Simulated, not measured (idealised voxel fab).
Process module name: voxel self aligned contacts
cross-section cut | 250 nm wide | cells 5 nm
In this document a cross-section is written as a grid of square cells. It is given as a series of bands, listed from the top down, and a band is one or more rows of cells. In this notation a band is specified by the heights of its top and bottom, in that order and in nm, after which its materials appear from left to right, each paired with its width in nm. The word "everywhere" attached to a single material means that material fills the band from edge to edge; the word "air" stands for empty space. Heads up on the height convention: 0 is the point under which the incoming wafer is all one material, and the lowest band has no bottom, it just keeps going down, like "0 nm and below". Graded width ("30 to 40"): value in top row of band = first number; value in bottom row = second number; row-to-row change constant. What does "nothing altered" mean for a step? It means no cell of the cross-section changed in that step. Basically, "closed voids" tells you about the enclosed voids: empty spaces with no open way to the top, 8 cells or bigger, each written width x height at distance, where distance is from the left edge, all in nm. Note: text after step settings on the step line = simulator remark on that step. The line of a step may include "overlay nm". On a step with a mask, this value is how far to the right of its planned place the mask lay. A negative value means the mask lay to the left.

**plan**
step 1: RECEIVE | material Si
step 2: CONFORMAL_DEP | material SiO2 | thk nm 5
step 3: DIRECTIONAL_DEP | material polySi | thk nm 30
step 4: DIRECTIONAL_DEP | material SiN | thk nm 15
step 5: PATTERN | tone cover | mask id GATE | material resist | width nm 35 | pitch nm 60 | thk nm 15 | overlay nm 0
step 6: DIRECTIONAL_ETCH | etch materials SiN | depth nm 15
step 7: DIRECTIONAL_ETCH | etch materials polySi | depth nm 30
step 8: STRIP | etch materials resist
step 9: CONFORMAL_DEP | material SiN | thk nm 5
step 10: DIRECTIONAL_ETCH | etch materials SiN | depth nm 5
step 11: FILL_DEP | material SiO2 | thk nm 15
step 12: CMP | height nm 60
step 13: PATTERN | tone open | mask id CONTACT | material resist | width nm 25 | pitch nm 60 | thk nm 15 | overlay nm 0
step 14: DIRECTIONAL_ETCH | etch materials SiO2 | depth nm 60
step 15: STRIP | etch materials resist
step 16: CONFORMAL_DEP | material TiN | thk nm 5
step 17: FILL_DEP | material Ru | thk nm 5
step 18: CMP | height nm 60
step 19: CONFORMAL_DEP | material SiCN | thk nm 5
Where the wafers of this document differ is in the width nm of step 13; they start out the same, and the plan states the value that applied to the first wafer.

**first wafer as received, after step 1**
- 0 nm and below | Si everywhere
- closed voids: none

**Row per wafer, end-of-module: cell gain (+)/loss (-) by material since the wafer came in, then closed voids**
width nm 25; +26 Ru; +50 SiCN; +117 SiN; +277 SiO2; +54 TiN; +126 polySi; closed voids: none
width nm 30; +28 Ru; +50 SiCN; +117 SiN; +273 SiO2; +56 TiN; +126 polySi; closed voids: none
width nm 35; +30 Ru; +50 SiCN; +117 SiN; +269 SiO2; +58 TiN; +126 polySi; closed voids: none
width nm 40; +32 Ru; +50 SiCN; +117 SiN; +265 SiO2; +60 TiN; +126 polySi; closed voids: none
width nm 45; +34 Ru; +50 SiCN; +117 SiN; +261 SiO2; +62 TiN; +126 polySi; closed voids: none
